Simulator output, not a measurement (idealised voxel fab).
process module | voxel tone inversion
cross-section cut | 230 nm wide | cells 5 nm
A cross-section is a grid of square cells, given in bands from the top down. A band is one or more rows of cells.
Each band's line starts with the height of the band's top and of its bottom, in nm. Then come its materials from left to right, each with its width in nm. One material with "throughout" fills the band from edge to edge. "air" is empty space.
Height 0 is the level under which the wafer as received is all one material. The lowest band goes on downwards, as in "0 down".
A width such as "30 to 40" changes by the same amount from each row of cells to the next, from the band's top row to its bottom row.
"no change" after a step means that no cell of the cross-section changed.
closed voids: empty space of 8 cells or more with no open way to the top, each as width x height at its distance from the left edge, in nm
after a step's settings: what the simulator itself notes on the step
overlay nm, on a step with a mask: how far to the right of its planned place the mask lay; to the left if negative
plan
1 op RECEIVE | material Si
2 op CONFORMAL_DEP | material SiN | thk nm 5
3 op DIRECTIONAL_DEP | material polySi | thk nm 15
4 op PATTERN | tone cover | mask id POSTS | material resist | width nm 15 | pitch nm 30 | thk nm 25 | overlay nm 0
5 op DIRECTIONAL_ETCH | etch materials polySi | depth nm 15
6 op STRIP | etch materials resist
7 op FILL_DEP | material lowk | thk nm 10
8 op CMP | height nm 25
9 op STRIP | etch materials polySi
10 op CONFORMAL_DEP | material TiN | thk nm 5
11 op FILL_DEP | material W | thk nm 10
12 op CMP | height nm 25
13 op CONFORMAL_DEP | material SiCN | thk nm 5
varied across the wafers: thk nm of step 2. The plan shows the first wafer's value. All wafers start alike
first wafer as received, after step 1
  0 down: Si throughout
  closed voids: none
each wafer at the end: cells of each material gained (+) or lost (-) since it was received, then its closed voids
thk nm 5 | +46 SiCN | +46 SiN | +148 lowk | +36 polySi | closed voids: none
thk nm 10 | +46 SiCN | +92 SiN | +28 TiN | +8 W | +102 lowk | closed voids: none
thk nm 15 | +46 SiCN | +138 SiN | +20 TiN | +4 W | +68 lowk | closed voids: none
thk nm 20 | +46 SiCN | +184 SiN | +12 TiN | +34 lowk | closed voids: none
thk nm 25 | +46 SiCN | +230 SiN | closed voids: none
